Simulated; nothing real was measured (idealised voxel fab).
A process module follows: voxel air gaps.
Square cells of 5 nm make up the cross-section cut, whose width is 210 nm.
Reading order for cross-sections: top band down to bottom band. Underlying form: a grid of square cells. Band size: one or more rows of cells.
For a band, the entry starts with two heights in nm, that of the top and then that of the bottom, and carries on with the band's materials in order from left to right, each alongside its width in nm; the word "all across" beside a single material means it fills the band edge to edge, and "air" means empty space.
Measure heights from 0. That's the level where, below it, the as-received wafer is all one material. The lowest band is bottomless and extends downward; write it as in "0..down".
When a width is written as two numbers, as in "30 to 40", the first number is the width in the top row of cells of the band and the second is the width in its bottom row, and the width changes by the same amount from each row to the next.
"changes: none" for a step: no cell of the cross-section changed in that step.
"Fully sealed cavities": sealed empty spaces, 8 cells or more, no open way to top, listed width x height at distance, with distance from the left edge and width, height and distance in nm.
after a step's settings: what the simulator itself notes on the step
You can add "overlay nm" to a step's line. For a step with a mask, it describes how far the mask lay to the right of its planned position, and a negative number describes a lay to the left.

[Planned process steps]
1. RECEIVE | material Si
2. CONFORMAL_DEP | material SiO2 | thk nm 10
3. CONFORMAL_DEP | material SiN | thk nm 5
4. DIRECTIONAL_DEP | material SiO2 | thk nm 30
5. PATTERN | tone open | mask id LINES | material resist | width nm 20 | pitch nm 45 | thk nm 20 | overlay nm 0
6. DIRECTIONAL_ETCH | etch materials SiO2 | depth nm 30
7. STRIP | etch materials resist
8. CONFORMAL_DEP | material TiN | thk nm 5
9. FILL_DEP | material Cu | thk nm 10
10. CMP | height nm 45
11. EPI | material Ru | thk nm 10
12. SELECTIVE_ETCH | etch materials SiO2 | depth nm 40
13. CONFORMAL_DEP | material SiCN | thk nm 5

[as received, after step 1]
- 0..down | Si all across
- Fully sealed cavities: none

[Here's the cross-section of the first of our two wafers at the end of the module - it ran as planned]
- 60..55 | 10 of air / 185 of SiCN / 15 of air
- 55..45 | 10 of air / 5 of SiCN / 40 of Ru / 5 of SiCN / 40 of Ru / 5 of SiCN / 40 of Ru / 5 of SiCN / 40 of Ru / 5 of SiCN / 15 of air
- 45..40 | 10 of air / 15 of SiCN / 5 of TiN / 10 of Cu / 5 of TiN / 25 of SiCN / 5 of TiN / 10 of Cu / 5 of TiN / 25 of SiCN / 5 of TiN / 10 of Cu / 5 of TiN / 25 of SiCN / 5 of TiN / 10 of Cu / 5 of TiN / 15 of SiCN / 15 of air
- 40..20 | 20 of air / 5 of SiCN / 5 of TiN / 10 of Cu / 5 of TiN / 5 of SiCN / 15 of air / 5 of SiCN / 5 of TiN / 10 of Cu / 5 of TiN / 5 of SiCN / 15 of air / 5 of SiCN / 5 of TiN / 10 of Cu / 5 of TiN / 5 of SiCN / 15 of air / 5 of SiCN / 5 of TiN / 10 of Cu / 5 of TiN / 5 of SiCN / 25 of air
- 20..15 | 25 of SiCN / 20 of TiN / 25 of SiCN / 20 of TiN / 25 of SiCN / 20 of TiN / 25 of SiCN / 20 of TiN / 30 of SiCN
- 15..10 | SiN all across
- 10..0 | SiO2 all across
- 0..down | Si all across
- Fully sealed cavities: 15 x 20 at 50; 15 x 20 at 95; 15 x 20 at 140

[Wafer two, end of module, cross-section. Same start, same plan as wafer one. One mistake in the run]
- 50..45 | SiCN all across
- 45..40 | SiN all across
- 40..0 | SiO2 all across
- 0..down | Si all across
- Fully sealed cavities: none
Error vs. plan: ran 3 and 4 in swapped order versus the plan
The final cell counts differ between the wafers, with the second having more or fewer of some materials than the first: Cu -40; Ru -64; SiCN -84; SiO2 +252; TiN -56
Long story short, the first wafer ends with 3 closed voids and the second one with 0.
